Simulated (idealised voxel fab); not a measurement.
This is a process module. Its name is voxel gate over fins.
This is section cut - it's 225 nm across, gridded in 5 nm square cells.
The cross-sections in this document take the form of a grid made of square cells. They are written out as bands, in order from top to bottom. Each band consists of one or more rows of cells. For a band, the entry starts with two heights in nm, that of the top and then that of the bottom, and carries on with the band's materials in order from left to right, each alongside its width in nm; the word "edge to edge" beside a single material means it fills the band edge to edge, and "blank" means empty space. It should be noted that heights are counted from 0, beneath which the wafer as supplied is of one material throughout, and that the lowest band possesses no lower boundary but continues downward, as written in "from 0 down". Think of "30 to 40" as a width that walks from the first number to the second as you go down the band, top row to bottom row, taking equal-sized steps from row to row. "no change" after a step means that no cell of the cross-section changed. "Encapsulated voids" lists enclosed empty spaces (at least 8 cells, no open path upward to the top), each as width x height at distance from the left edge, in nm. Step line, after settings: the simulator's comment on this step. For masked steps, "overlay nm" on the step line gives how far right of plan the mask actually lay; a minus sign means it lay to the left.
-- Steps planned for the process
- 1: RECEIVE [material Si]
- 2: CONFORMAL_DEP [material SiN] [thk nm 5]
- 3: DIRECTIONAL_DEP [material aC] [thk nm 15]
- 4: PATTERN [tone cover] [mask id FINS] [material resist] [width nm 15] [pitch nm 40] [thk nm 35] [overlay nm 0]
- 5: DIRECTIONAL_ETCH [etch materials aC] [depth nm 15]
- 6: STRIP [etch materials resist]
- 7: DIRECTIONAL_ETCH [etch materials SiN] [depth nm 5]
- 8: DIRECTIONAL_ETCH [etch materials Si] [depth nm 35]
- 9: STRIP [etch materials aC]
- 10: OXIDIZE [depth nm 5]
- 11: FILL_DEP [material SiO2] [thk nm 15]
- 12: CMP [height nm 5]
- 13: SELECTIVE_ETCH [etch materials SiO2] [depth nm 15]
- 14: STRIP [etch materials SiN]
- 15: CONFORMAL_DEP [material HfO2] [thk nm 5]
- 16: CONFORMAL_DEP [material TiN] [thk nm 5]
- 17: CONFORMAL_DEP [material TiAl] [thk nm 5]
- 18: CONFORMAL_DEP [material TiN] [thk nm 5]
- 19: FILL_DEP [material W] [thk nm 10]
- 20: CMP [height nm 25]
- 21: CONFORMAL_DEP [material SiCN] [thk nm 5]
-- As-received state of the wafer in cross-section, equivalent to post-step 1
from 0 down  Si edge to edge
Encapsulated voids: none
-- Post-module cross-section: identical start and plan to those above, one misstep in execution
from 30 to 25  SiCN edge to edge
from 25 to 15  W edge to edge
from 15 to 5  W 35, TiN 35, W 5, TiN 35, W 5, TiN 35, W 5, TiN 35, W 35
from 5 to 0  TiN 45, HfO2 15, TiN 25, HfO2 15, TiN 25, HfO2 15, TiN 25, HfO2 15, TiN 45
from 0 to -5  TiN 45, HfO2 5, Si 5, HfO2 5, TiN 25, HfO2 5, Si 5, HfO2 5, TiN 25, HfO2 5, Si 5, HfO2 5, TiN 25, HfO2 5, Si 5, HfO2 5, TiN 45
from -5 to -10  HfO2 50, Si 5, HfO2 35, Si 5, HfO2 35, Si 5, HfO2 35, Si 5, HfO2 50
from -10 to -40  SiO2 50, Si 5, SiO2 35, Si 5, SiO2 35, Si 5, SiO2 35, Si 5, SiO2 50
from -40 down  Si edge to edge
Encapsulated voids: none
Diagnosis: step 17 of the plan never got run, it was skipped over
